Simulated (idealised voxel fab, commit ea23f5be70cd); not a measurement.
The following process module bears the name voxel capacitor over wiring.
160 nm wide, 5 nm square cells: that's cross-section cut.
For the purposes of this document, a cross-section shall be understood as a grid of square cells, specified as bands listed in top-to-bottom order, each band consisting of one or more rows of cells.
Heads up on the band format: heights come first, top then bottom, in nm. After that it's the materials left to right, each with its width in nm. A single material flagged "edge to edge" fills the whole band edge to edge, and "blank" means there's empty space there.
Height is counted from the level 0, under which the received wafer is composed throughout of one material. The lowest of the bands is not closed at the bottom but continues downward, in the notation "0 nm and below".
Read "30->40" as a graded width: first number on top, second number at the bottom, same change between each pair of neighbouring rows.
For the purposes of this document, the phrase "no modification" attached to a step denotes that no cell within the cross-section was modified by that step.
For the entry "Sealed internal cavities", the listed items are empty spaces with no open way to the top whose size is 8 cells or more; each item follows the pattern width x height at distance, where distance is from the left edge and all three are in nm.
On each step's line, the part that comes after the settings is the simulator's own comment on the step.
overlay nm: where the mask lay relative to plan, measured to the right, on steps with a mask; negatives go left.

Planned process steps:
1,op RECEIVE | material Si
2,op CONFORMAL_DEP | material SiO2 | thk nm 15
3,op CONFORMAL_DEP | material SiCN | thk nm 5
4,op DIRECTIONAL_DEP | material lowk | thk nm 15
5,op PATTERN | tone open | mask id METAL_1 | material resist | width nm 30 | pitch nm 95 | thk nm 20 | overlay nm 0
6,op DIRECTIONAL_ETCH | etch materials lowk | depth nm 15
7,op DIRECTIONAL_ETCH | etch materials SiCN | depth nm 5
8,op STRIP | etch materials resist
9,op CONFORMAL_DEP | material TiN | thk nm 5
10,op FILL_DEP | material Ru | thk nm 10
11,op CMP | height nm 35
12,op CONFORMAL_DEP | material SiCN | thk nm 5
13,op DIRECTIONAL_DEP | material lowk | thk nm 10
14,op MASKED_ETCH | tone open | mask id PLUG_1 | width nm 15 | etch materials lowk | depth nm 10 | overlay nm 0
15,op MASKED_ETCH | tone open | mask id PLUG_1 | width nm 15 | etch materials SiCN | depth nm 5 | overlay nm 0
16,op EPI | material Ru | thk nm 10
17,op EPI | material Ru | thk nm 5
18,op DIRECTIONAL_DEP | material TiN | thk nm 5
19,op DIRECTIONAL_DEP | material Al2O3 | thk nm 5
20,op DIRECTIONAL_DEP | material TiN | thk nm 10
21,op MASKED_ETCH | tone cover | mask id UPPER_PLATE | width nm 70 | etch materials TiN | depth nm 10 | overlay nm 0
22,op MASKED_ETCH | tone cover | mask id UPPER_PLATE | width nm 70 | etch materials Al2O3 | depth nm 5 | overlay nm 0
23,op PATTERN | tone cover | mask id LOWER_PLATE | material resist | width nm 80 | thk nm 20 | overlay nm 0
24,op DIRECTIONAL_ETCH | etch materials TiN | depth nm 5
25,op STRIP | etch materials resist
26,op FILL_DEP | material SiO2 | thk nm 15
27,op CMP | height nm 80
28,op PATTERN | tone open | mask id PLUG_2 | material resist | width nm 15 | thk nm 15 | overlay nm 0
29,op DIRECTIONAL_ETCH | etch materials SiO2 | depth nm 10
30,op STRIP | etch materials resist
31,op CONFORMAL_DEP | material TiN | thk nm 5
32,op FILL_DEP | material Cu | thk nm 10
33,op CMP | height nm 80
34,op CONFORMAL_DEP | material SiN | thk nm 5

As-received wafer cross-section (after step 1):
- 0 nm and below  Si edge to edge
- Sealed internal cavities: none

Final cross-section, module run with one mistake (start and plan as above):
- 85 nm to 80 nm  SiN edge to edge
- 80 nm to 75 nm  SiO2 (40); TiN (5); Cu (5); TiN (5); SiO2 (105)
- 75 nm to 70 nm  SiO2 (40); TiN (15); SiO2 (105)
- 70 nm to 65 nm  SiO2 edge to edge
- 65 nm to 60 nm  SiO2 (30); TiN (70); SiO2 (60)
- 60 nm to 55 nm  SiO2 (30); Al2O3 (70); SiO2 (60)
- 55 nm to 50 nm  TiN (25); SiO2 (5); TiN (70); SiO2 (5); TiN (55)
- 50 nm to 40 nm  lowk (30); Ru (15); lowk (115)
- 40 nm to 35 nm  SiCN (30); Ru (15); SiCN (115)
- 35 nm to 20 nm  lowk (15); TiN (5); Ru (20); TiN (5); lowk (65); TiN (5); Ru (20); TiN (5); lowk (20)
- 20 nm to 15 nm  SiCN (15); TiN (30); SiCN (65); TiN (30); SiCN (20)
- 15 nm to 0 nm  SiO2 edge to edge
- 0 nm and below  Si edge to edge
- Sealed internal cavities: none
Diagnosis: step 23: run off-plan, actual operation and settings op PATTERN | tone open | mask id LOWER_PLATE | material resist | width nm 80 | thk nm 20 | overlay nm 0
